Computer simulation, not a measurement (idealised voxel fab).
Module name: voxel ribs on slabs (process module)
Xsec cut, 285 nm wide, square cell size 5 nm.
The cross-sections in this document take the form of a grid made of square cells. They are written out as bands, in order from top to bottom. Each band consists of one or more rows of cells. Band: top height; bottom height; in nm. Then, left to right: material with width in nm, for each material. "full width": a single material spanning edge to edge. "blank": empty space. Below 0: as-received wafer, all one material; heights counted from there. Lowest band: no bottom, goes on down, written "0 nm and below". Quick explanation for "30->40": the width changes in equal steps down the rows of cells, from the first number in the band's top row to the second number in its bottom row. "no alteration" after a step means that no cell of the cross-section changed. Empty spaces counting at least 8 cells and having no open way to the top are listed in "Closed void roster". The notation width x height at distance is used for each, the distance being from the left edge and all three values in nm. On each step's line, the part that comes after the settings is the simulator's own comment on the step. overlay nm: on a step with a mask, how far right of its planned place the mask lay; negative means left.
-- Process steps - plan
- 1: RECEIVE [material Si]
- 2: DIRECTIONAL_DEP [material SiO2] [thk nm 25]
- 3: DIRECTIONAL_DEP [material polySi] [thk nm 25]
- 4: PATTERN [tone cover] [mask id RIB] [material resist] [width nm 30] [thk nm 20] [overlay nm 0]
- 5: DIRECTIONAL_ETCH [etch materials polySi] [depth nm 5]
- 6: STRIP [etch materials resist]
- 7: PATTERN [tone cover] [mask id SLAB] [material resist] [width nm 90] [thk nm 15] [overlay nm 0]
- 8: DIRECTIONAL_ETCH [etch materials polySi] [depth nm 20]
- 9: STRIP [etch materials resist]
- 10: FILL_DEP [material SiO2] [thk nm 20]
- 11: CMP [height nm 65]
- 12: DIRECTIONAL_DEP [material W] [thk nm 10]
- 13: MASKED_ETCH [tone cover] [mask id HEATER] [width nm 40] [etch materials W] [depth nm 10] [overlay nm 0]
- 14: CONFORMAL_DEP [material SiO2] [thk nm 10]
-- First of the two wafers, run per plan
-- Cross-section, incoming material, after step 1
0 nm and below  Si full width
Closed void roster: none
-- Step 2 done - wafer cross-section
25 nm to 0 nm  SiO2 full width
Anything lower than 0 is untouched.
-- Step 3 done - wafer cross-section
50 nm to 25 nm  polySi full width
Anything lower than 25 is untouched.
-- Step 4 done - wafer cross-section
70 nm to 50 nm  125 nm blank / 30 nm resist / 130 nm blank
Anything lower than 50 is untouched.
-- Step 5 done - wafer cross-section
70 nm to 50 nm  125 nm blank / 30 nm resist / 130 nm blank
50 nm to 45 nm  125 nm blank / 30 nm polySi / 130 nm blank
Anything lower than 45 is untouched.
-- Step 6 done - wafer cross-section
50 nm to 45 nm  125 nm blank / 30 nm polySi / 130 nm blank
Anything lower than 45 is untouched.
-- Step 7 done - wafer cross-section
65 nm to 50 nm  95 nm blank / 90 nm resist / 100 nm blank
50 nm to 45 nm  95 nm blank / 30 nm resist / 30 nm polySi / 30 nm resist / 100 nm blank
Anything lower than 45 is untouched.
-- Step 8 done - wafer cross-section
65 nm to 50 nm  95 nm blank / 90 nm resist / 100 nm blank
50 nm to 45 nm  95 nm blank / 30 nm resist / 30 nm polySi / 30 nm resist / 100 nm blank
45 nm to 25 nm  95 nm blank / 90 nm polySi / 100 nm blank
Anything lower than 25 is untouched.
-- Step 9 done - wafer cross-section
50 nm to 45 nm  125 nm blank / 30 nm polySi / 130 nm blank
Anything lower than 45 is untouched.
-- Step 10 done - wafer cross-section
70 nm to 50 nm  SiO2 full width
50 nm to 45 nm  125 nm SiO2 / 30 nm polySi / 130 nm SiO2
45 nm to 25 nm  95 nm SiO2 / 90 nm polySi / 100 nm SiO2
Anything lower than 25 is untouched.
-- Step 11 done - wafer cross-section
65 nm to 50 nm  SiO2 full width
Anything lower than 50 is untouched.
-- Step 12 done - wafer cross-section
75 nm to 65 nm  W full width
Anything lower than 65 is untouched.
-- Step 13 done - wafer cross-section
75 nm to 65 nm  120 nm blank / 40 nm W / 125 nm blank
Anything lower than 65 is untouched.
-- Step 14 done - wafer cross-section
85 nm to 75 nm  110 nm blank / 60 nm SiO2 / 115 nm blank
75 nm to 65 nm  120 nm SiO2 / 40 nm W / 125 nm SiO2
Anything lower than 65 is untouched.
-- The second wafer was prepared from the same starting point and under the same plan as the first; its processing contained one mistake, and it remains indistinguishable from the first wafer up to and including step 12
-- Second wafer, section view, time point: scheduled end of step 13
75 nm to 65 nm  120 nm W / 40 nm blank / 125 nm W
Anything lower than 65 is untouched.
-- Second wafer, section view, time point: scheduled end of step 14
85 nm to 75 nm  130 nm SiO2 / 20 nm blank / 135 nm SiO2
75 nm to 65 nm  120 nm W / 40 nm SiO2 / 125 nm W
Anything lower than 65 is untouched.
Nonconformance to the process plan: step 13 did not happen as planned, as run it was MASKED_ETCH [tone open] [mask id HEATER] [width nm 40] [etch materials W] [depth nm 10] [overlay nm 0]
It is noted that, at the conclusion of processing, the second wafer exhibits a higher or lower cell count for certain materials relative to the first: W: 82 more
